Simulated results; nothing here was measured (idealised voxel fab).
Name of the process module below: voxel self aligned vias
FYI the section here is cut, 285 nm wide, cells are 5 nm squares.
We lay out every cross-section as a grid of square cells and spell it out in bands from the top down, where one band means one or more rows of cells.
For a band, the entry starts with two heights in nm, that of the top and then that of the bottom, and carries on with the band's materials in order from left to right, each alongside its width in nm; the word "all across" beside a single material means it fills the band edge to edge, and "empty" means empty space.
Where do heights start? At 0: under that level the wafer as delivered is made of one material only. And the lowest band has no floor; it just carries on downward, as in "top 0, no bottom".
Think of "30 to 40" as a width that walks from the first number to the second as you go down the band, top row to bottom row, taking equal-sized steps from row to row.
"left unchanged" for a step: no cell of the cross-section changed in that step.
You'll see "Closed internal cavities" listing empty spaces that have no way open to the top, as long as they're 8 cells or more; the notation is width x height at distance, where the distance is from the left edge, and all of it is in nm.
On a step's line, text after the settings is the simulator commenting on that step.
"overlay nm" denotes, for a step that has a mask, the displacement of the mask to the right of its planned place, with negative values corresponding to the left.
So here's the lineup of process steps we planned:
1: RECEIVE (material Si)
2: CONFORMAL_DEP (material SiO2; thk nm 10)
3: CONFORMAL_DEP (material SiCN; thk nm 5)
4: DIRECTIONAL_DEP (material SiO2; thk nm 25)
5: PATTERN (tone open; mask id LINES; material resist; width nm 20; pitch nm 55; thk nm 15; overlay nm 0)
6: DIRECTIONAL_ETCH (etch materials SiO2; depth nm 25)
7: STRIP (etch materials resist)
8: CONFORMAL_DEP (material TiN; thk nm 5)
9: FILL_DEP (material Ru; thk nm 5)
10: CMP (height nm 40)
11: SELECTIVE_ETCH (etch materials W Ru TiN; depth nm 10)
12: FILL_DEP (material SiN; thk nm 5)
13: CMP (height nm 40)
14: DIRECTIONAL_DEP (material SiO2; thk nm 20)
15: PATTERN (tone open; mask id VIAS; material resist; width nm 40; pitch nm 110; thk nm 20; overlay nm 0)
16: DIRECTIONAL_ETCH (etch materials SiO2; depth nm 20)
17: DIRECTIONAL_ETCH (etch materials SiN; depth nm 10)
18: STRIP (etch materials resist)
19: CONFORMAL_DEP (material TiN; thk nm 5)
20: FILL_DEP (material Ru; thk nm 5)
21: CMP (height nm 60)
22: CONFORMAL_DEP (material SiCN; thk nm 5)
Cross-section of the wafer upon arrival, representing the state reached after step 1:
	top 0, no bottom | Si all across
	Closed internal cavities: none
Result of the module, cross-sectioned: start per above, plan per above, one error in how it was run:
	top 65, bottom 60 | SiCN all across
	top 60, bottom 40 | SiO2: 65; TiN: 5; Ru: 30; TiN: 5; SiO2: 70; TiN: 5; Ru: 30; TiN: 5; SiO2: 70
	top 40, bottom 35 | SiN: 65; TiN: 15; Ru: 10; TiN: 15; SiN: 70; TiN: 15; Ru: 10; TiN: 15; SiN: 70
	top 35, bottom 30 | SiO2: 75; TiN: 20; SiO2: 35; SiN: 20; SiO2: 35; TiN: 20; SiO2: 80
	top 30, bottom 25 | SiO2: 75; SiN: 20; SiO2: 35; SiN: 20; SiO2: 35; SiN: 20; SiO2: 80
	top 25, bottom 20 | SiO2: 75; TiN: 5; Ru: 10; TiN: 5; SiO2: 35; TiN: 5; Ru: 10; TiN: 5; SiO2: 35; TiN: 5; Ru: 10; TiN: 5; SiO2: 80
	top 20, bottom 15 | SiO2: 75; TiN: 20; SiO2: 35; TiN: 20; SiO2: 35; TiN: 20; SiO2: 80
	top 15, bottom 10 | SiCN all across
	top 10, bottom 0 | SiO2 all across
	top 0, no bottom | Si all across
	Closed internal cavities: none
Short version of what went wrong: planned and actual differ for step 10; actual: CMP (height nm 35)
